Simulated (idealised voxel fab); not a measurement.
The following process module bears the name voxel capacitor over wiring.
It is cross-section cut that appears here, measuring 235 nm in width, its square cells being 5 nm in size.
Notation: cross-section as square-cell grid; stated in bands, top first, going down; one or more cell rows per band.
Quick guide to a band line: top height, bottom height (nm) up front; then every material left to right with its width in nm. Only one material and it's marked "throughout"? Then it fills the band edge to edge. And "blank" just means empty space.
Counting heights begins at 0, where everything beneath is, in the wafer as received, one material. The lowest band has no bottom; it goes on downwards, as "z 0 and below" shows.
Note: "30..40" means the width goes from the first number (top row of the band) to the second number (bottom row) in equal steps per row of cells.
The cross-section has no changed cell in any step marked "remains unaltered".
Look at "Fully enclosed voids" for the closed voids: empty spaces with no open path to the top, sized 8 cells or up. Each is width x height at distance, distance from the left edge, all nm.
What comes after the settings on a step's line is commentary from the simulator itself on that step.
overlay nm, on a step with a mask: how far to the right of its planned place the mask lay; to the left if negative

Set out below are the planned steps of the process:
1: RECEIVE (material Si)
2: CONFORMAL_DEP (material SiO2; thk nm 10)
3: DIRECTIONAL_DEP (material TiN; thk nm 5)
4: DIRECTIONAL_DEP (material Ru; thk nm 25)
5: DIRECTIONAL_DEP (material aC; thk nm 10)
6: PATTERN (tone cover; mask id METAL_1; material resist; width nm 30; pitch nm 80; thk nm 25; overlay nm 0)
7: DIRECTIONAL_ETCH (etch materials aC; depth nm 10)
8: STRIP (etch materials resist)
9: DIRECTIONAL_ETCH (etch materials Ru; depth nm 25)
10: DIRECTIONAL_ETCH (etch materials TiN; depth nm 5)
11: STRIP (etch materials aC)
12: CONFORMAL_DEP (material SiCN; thk nm 5)
13: FILL_DEP (material lowk; thk nm 10)
14: CMP (height nm 40)
15: CONFORMAL_DEP (material SiCN; thk nm 5)
16: DIRECTIONAL_DEP (material lowk; thk nm 10)
17: MASKED_ETCH (tone open; mask id PLUG_1; width nm 15; etch materials lowk; depth nm 10; overlay nm 0)
18: MASKED_ETCH (tone open; mask id PLUG_1; width nm 15; etch materials SiCN; depth nm 5; overlay nm 0)
19: CONFORMAL_DEP (material TiN; thk nm 5)
20: FILL_DEP (material Cu; thk nm 10)
21: CMP (height nm 55)
22: DIRECTIONAL_DEP (material TiN; thk nm 10)
23: DIRECTIONAL_DEP (material Al2O3; thk nm 5)
24: DIRECTIONAL_DEP (material TiN; thk nm 5)
25: PATTERN (tone cover; mask id UPPER_PLATE; material resist; width nm 55; thk nm 15; overlay nm 0)
26: DIRECTIONAL_ETCH (etch materials TiN; depth nm 5)
27: DIRECTIONAL_ETCH (etch materials Al2O3; depth nm 5)
28: STRIP (etch materials resist)
29: MASKED_ETCH (tone cover; mask id LOWER_PLATE; width nm 65; etch materials TiN; depth nm 10; overlay nm 0)
30: FILL_DEP (material SiO2; thk nm 15)
31: CMP (height nm 85)
32: PATTERN (tone open; mask id PLUG_2; material resist; width nm 15; thk nm 20; overlay nm 0)
33: DIRECTIONAL_ETCH (etch materials SiO2; depth nm 10)
34: STRIP (etch materials resist)
35: CONFORMAL_DEP (material TiN; thk nm 5)
36: FILL_DEP (material Cu; thk nm 10)
37: CMP (height nm 85)
38: CONFORMAL_DEP (material SiN; thk nm 5)

Incoming wafer in cross-section (state: after step 1):
> z 0 and below = Si throughout
> Fully enclosed voids: none

Looking at the first of two wafers in cross-section at end of module - ran to plan:
> z 90 to 85 = SiN throughout
> z 85 to 80 = SiO2 85 nm | TiN 5 nm | Cu 5 nm | TiN 5 nm | SiO2 135 nm
> z 80 to 70 = SiO2 85..75 nm | TiN 15..55 nm | SiO2 135..105 nm
> z 70 to 65 = SiO2 75 nm | Al2O3 55 nm | SiO2 105 nm
> z 65 to 55 = SiO2 70 nm | TiN 65 nm | SiO2 100 nm
> z 55 to 45 = lowk 75 nm | TiN 5 nm | Cu 5 nm | TiN 5 nm | lowk 145 nm
> z 45 to 40 = SiCN 75 nm | TiN 15 nm | SiCN 145 nm
> z 40 to 15 = lowk 55 nm | SiCN 5 nm | Ru 30 nm | SiCN 5 nm | lowk 40 nm | SiCN 5 nm | Ru 30 nm | SiCN 5 nm | lowk 60 nm
> z 15 to 10 = SiCN 60 nm | TiN 30 nm | SiCN 50 nm | TiN 30 nm | SiCN 65 nm
> z 10 to 0 = SiO2 throughout
> z 0 and below = Si throughout
> Fully enclosed voids: none

This cross-section belongs to the second wafer of two at the end of the module; the start and the plan were shared with the first, and the run included one mistake:
> z 90 to 85 = SiN throughout
> z 85 to 80 = SiO2 85 nm | TiN 5 nm | Cu 5 nm | TiN 5 nm | SiO2 135 nm
> z 80 to 70 = SiO2 85..75 nm | TiN 15..55 nm | SiO2 135..105 nm
> z 70 to 65 = SiO2 75 nm | Al2O3 55 nm | SiO2 105 nm
> z 65 to 55 = SiO2 70 nm | TiN 65 nm | SiO2 100 nm
> z 55 to 45 = lowk 70 nm | TiN 5..10 nm | Cu 15..5 nm | TiN 5..10 nm | lowk 140 nm
> z 45 to 40 = SiCN 75 nm | TiN 15 nm | SiCN 145 nm
> z 40 to 15 = lowk 55 nm | SiCN 5 nm | Ru 30 nm | SiCN 5 nm | lowk 40 nm | SiCN 5 nm | Ru 30 nm | SiCN 5 nm | lowk 60 nm
> z 15 to 10 = SiCN 60 nm | TiN 30 nm | SiCN 50 nm | TiN 30 nm | SiCN 65 nm
> z 10 to 0 = SiO2 throughout
> z 0 and below = Si throughout
> Fully enclosed voids: none
Here's what went sideways: step 17 did not use the planned setting and instead ran as MASKED_ETCH (tone open; mask id PLUG_1; width nm 25; etch materials lowk; depth nm 10; overlay nm 0)
Wafer comparison, final, in cells, second relative to first, materials more or fewer: +2 Cu | +2 TiN | -4 lowk
